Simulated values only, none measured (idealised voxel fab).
The following process module bears the name voxel air gaps.
Pictured: cross-section cut, 180 nm wide, on a grid of 5 nm square cells.
We lay out every cross-section as a grid of square cells and spell it out in bands from the top down, where one band means one or more rows of cells. Band entry format. Leading values: height of top, height of bottom, nm. Remainder: materials in left-to-right order, each with its width in nm. Special words: "edge to edge" on a single material, which then fills the band edge to edge; "blank", empty space. Heights are measured from 0, the level below which the as-received wafer is all one material; the lowest band has no bottom and continues downward, written as in "0 -> down". The two numbers in a width such as "30 to 40" mark its ends across the band: the first belongs to the top row of cells, the second to the bottom row, and from each row to the next the width moves by the same amount. Take "nothing got changed" at face value: in the step it is given for, the cross-section changed in none of its cells. Each empty space that has no open way to the top and spans at least 8 cells appears under "Closed internal cavities" as width x height at distance, the distance counted from the left edge, all in nm. It should be noted that, on the line of a given step, the content following the step's settings is a remark produced by the simulator itself with respect to that step. overlay nm: on a step with a mask, how far right of its planned place the mask lay; negative means left.
### This section lists the process steps that were planned
1. RECEIVE | material Si
2. CONFORMAL_DEP | material SiO2 | thk nm 15
3. CONFORMAL_DEP | material SiN | thk nm 5
4. DIRECTIONAL_DEP | material SiO2 | thk nm 40
5. PATTERN | tone open | mask id LINES | material resist | width nm 15 | pitch nm 45 | thk nm 20 | overlay nm 0
6. DIRECTIONAL_ETCH | etch materials SiO2 | depth nm 40
7. STRIP | etch materials resist
8. CONFORMAL_DEP | material TiN | thk nm 5
9. FILL_DEP | material W | thk nm 5
10. CMP | height nm 60
11. EPI | material Ru | thk nm 10
12. SELECTIVE_ETCH | etch materials SiO2 | depth nm 50
13. CONFORMAL_DEP | material SiCN | thk nm 5
### Cross-sectional view of the wafer in its as-received condition, corresponding to the state after step 1
  0 -> down: Si edge to edge
  Closed internal cavities: none
### End-of-module XS, first of two wafers, run as planned
  75 -> 70: blank=20, SiCN=135, blank=25
  70 -> 60: blank=20, SiCN=5, Ru=35, SiCN=10, Ru=35, SiCN=10, Ru=35, SiCN=5, blank=25
  60 -> 55: blank=20, SiCN=15, TiN=5, W=5, TiN=5, SiCN=30, TiN=5, W=5, TiN=5, SiCN=30, TiN=5, W=5, TiN=5, SiCN=15, blank=25
  55 -> 25: blank=30, SiCN=5, TiN=5, W=5, TiN=5, SiCN=5, blank=20, SiCN=5, TiN=5, W=5, TiN=5, SiCN=5, blank=20, SiCN=5, TiN=5, W=5, TiN=5, SiCN=5, blank=35
  25 -> 20: SiCN=35, TiN=15, SiCN=30, TiN=15, SiCN=30, TiN=15, SiCN=40
  20 -> 15: SiN edge to edge
  15 -> 0: SiO2 edge to edge
  0 -> down: Si edge to edge
  Closed internal cavities: 20 x 30 at 55; 20 x 30 at 100
### This cross-section belongs to the second wafer of two at the end of the module; the start and the plan were shared with the first, and the run included one mistake
  75 -> 70: blank=15, SiCN=145, blank=20
  70 -> 60: blank=15, SiCN=5, Ru=135, SiCN=5, blank=20
  60 -> 55: blank=15, SiCN=15, TiN=5, W=15, TiN=5, SiO2=20, TiN=5, W=15, TiN=5, SiO2=20, TiN=5, W=15, TiN=5, SiCN=15, blank=20
  55 -> 25: blank=25, SiCN=5, TiN=5, W=15, TiN=5, SiO2=20, TiN=5, W=15, TiN=5, SiO2=20, TiN=5, W=15, TiN=5, SiCN=5, blank=30
  25 -> 20: SiCN=30, TiN=25, SiO2=20, TiN=25, SiO2=20, TiN=25, SiCN=35
  20 -> 15: SiN edge to edge
  15 -> 0: SiO2 edge to edge
  0 -> down: Si edge to edge
  Closed internal cavities: none
Nonconformance to the process plan: step 5 off recipe, ran as PATTERN | tone open | mask id LINES | material resist | width nm 25 | pitch nm 45 | thk nm 20 | overlay nm 0
Counted in cells at the end, the second wafer holds more or fewer of these materials than the first: +12 Ru, -56 SiCN, +64 SiO2, +6 TiN, +42 W
On completion, 0 closed voids are found in the second wafer, whereas the first wafer has 2.
